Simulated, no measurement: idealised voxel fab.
Process module in this document: voxel lift off
Each square cell in cross-section cut measures 5 nm, and the section as a whole is 245 nm wide.
Reading order for cross-sections: top band down to bottom band. Underlying form: a grid of square cells. Band size: one or more rows of cells.
This entry defines a band. It first specifies the height of the band's top and the height of its bottom in nm, and then specifies the band's materials from left to right, stating each material with its width in nm. The word "all across" identifies a single material that fills the band from edge to edge, while the word "blank" identifies empty space.
Where do heights start? At 0: under that level the wafer as delivered is made of one material only. And the lowest band has no floor; it just carries on downward, as in "z 0 and below".
Width "30 to 40": first value at the band's top row of cells, second value at its bottom row, equal change from row to row.
Given "stayed the same" for a step, no cell of the cross-section differs between before and after that step.
Under "Cavities, closed" you'll find the enclosed gaps, the ones with no way out to the top, that are 8 cells or bigger; each reads width x height at distance, with distance counted from the left edge, everything in nm.
Note: text after step settings on the step line = simulator remark on that step.
The line of a step may include "overlay nm". On a step with a mask, this value is how far to the right of its planned place the mask lay. A negative value means the mask lay to the left.

### Here's what the planned process steps look like
1. RECEIVE (material Si)
2. CONFORMAL_DEP (material SiO2; thk nm 5)
3. PATTERN (tone open; mask id LINES; material resist; width nm 30; pitch nm 55; thk nm 20; overlay nm 0)
4. DIRECTIONAL_DEP (material Ru; thk nm 10)
5. STRIP (etch materials resist)
6. CONFORMAL_DEP (material SiO2; thk nm 5)

### Here's what the wafer looked like in cross-section when it arrived - that's after step 1
z 0 and below  Si all across
Cavities, closed: none

### Run as planned - first of the two wafers cross-sectioned at the end of the module
z 20 to 15  blank 75 | SiO2 40 | blank 15 | SiO2 40 | blank 75
z 15 to 10  blank 75 | SiO2 5 | Ru 30 | SiO2 5 | blank 15 | SiO2 5 | Ru 30 | SiO2 5 | blank 75
z 10 to 5  SiO2 80 | Ru 30 | SiO2 25 | Ru 30 | SiO2 80
z 5 to 0  SiO2 all across
z 0 and below  Si all across
Cavities, closed: none

### Second wafer through the module, sectioned at the end: same beginning and same plan as the first wafer, with one mistake in carrying it out
z 20 to 15  blank 85 | SiO2 40 | blank 15 | SiO2 40 | blank 65
z 15 to 10  blank 85 | SiO2 5 | Ru 30 | SiO2 5 | blank 15 | SiO2 5 | Ru 30 | SiO2 5 | blank 65
z 10 to 5  SiO2 90 | Ru 30 | SiO2 25 | Ru 30 | SiO2 70
z 5 to 0  SiO2 all across
z 0 and below  Si all across
Cavities, closed: none
Heads up, the wafer didn't run the way we planned it: rather than as planned, step 3 actually ran as PATTERN (tone open; mask id LINES; material resist; width nm 30; pitch nm 55; thk nm 20; overlay nm 10)
Tallied in cells, the final second wafer holds each material in the same quantity as the first, although not at the same places.
